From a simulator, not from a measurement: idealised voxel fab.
The following process module bears the name voxel ribs on slabs.
In the cross-section labelled cut, the width is 285 nm and each square cell is 5 nm.
Cross-section, as written here: a square-cell grid given band by band from the top down, where a band holds one or more rows of cells. This entry defines a band. It first specifies the height of the band's top and the height of its bottom in nm, and then specifies the band's materials from left to right, stating each material with its width in nm. The word "everywhere" identifies a single material that fills the band from edge to edge, while the word "air" identifies empty space. The level at which height equals 0 is the one under which the wafer, as it arrives, is entirely one material. No lower edge exists for the bottom band, which continues downward and is notated as in "top 0, no bottom". Quick explanation for "30..40": the width changes in equal steps down the rows of cells, from the first number in the band's top row to the second number in its bottom row. Basically "everything unchanged" means that step didn't change any cell in the cross-section. Look at "Unvented internal voids" for the closed voids: empty spaces with no open path to the top, sized 8 cells or up. Each is width x height at distance, distance from the left edge, all nm. Anything after a step's settings on that line? It's the simulator's own note about the step. "overlay nm" answers the question of how far to the right of plan the mask lay on a step that has a mask, and when it is negative the answer is to the left.
Plan:
1. RECEIVE with material Si
2. DIRECTIONAL_DEP with material SiO2, thk nm 20
3. DIRECTIONAL_DEP with material polySi, thk nm 15
4. PATTERN with tone cover, mask id RIB, material resist, width nm 20, thk nm 15, overlay nm 0
5. DIRECTIONAL_ETCH with etch materials polySi, depth nm 5
6. STRIP with etch materials resist
7. MASKED_ETCH with tone cover, mask id SLAB, width nm 60, etch materials polySi, depth nm 10, overlay nm 0
8. FILL_DEP with material SiO2, thk nm 20
9. CMP with height nm 50
10. DIRECTIONAL_DEP with material TiN, thk nm 5
11. PATTERN with tone cover, mask id HEATER, material resist, width nm 30, thk nm 20, overlay nm 0
12. DIRECTIONAL_ETCH with etch materials TiN, depth nm 5
13. STRIP with etch materials resist
14. CONFORMAL_DEP with material SiN, thk nm 10
Incoming wafer, cross-sectional view, post step 1:
    top 0, no bottom  Si everywhere
    Unvented internal voids: none
Looking at the first of two wafers in cross-section at end of module - ran to plan:
    top 65, bottom 60  air 115; SiN 50; air 120
    top 60, bottom 55  SiN everywhere
    top 55, bottom 50  SiN 125; TiN 30; SiN 130
    top 50, bottom 35  SiO2 everywhere
    top 35, bottom 30  SiO2 130; polySi 20; SiO2 135
    top 30, bottom 20  SiO2 110; polySi 60; SiO2 115
    top 20, bottom 0  SiO2 everywhere
    top 0, no bottom  Si everywhere
    Unvented internal voids: none
Second of two wafers, module complete, sectioned: it shares the first wafer's start and plan but was run with one mistake:
    top 55, bottom 50  air 125; TiN 30; air 130
    top 50, bottom 35  SiO2 everywhere
    top 35, bottom 30  SiO2 130; polySi 20; SiO2 135
    top 30, bottom 20  SiO2 110; polySi 60; SiO2 115
    top 20, bottom 0  SiO2 everywhere
    top 0, no bottom  Si everywhere
    Unvented internal voids: none
Diagnosis: plan step 14 was not performed, having been skipped
Final difference in cells, second wafer against first, listed per material as more or fewer: -118 SiN
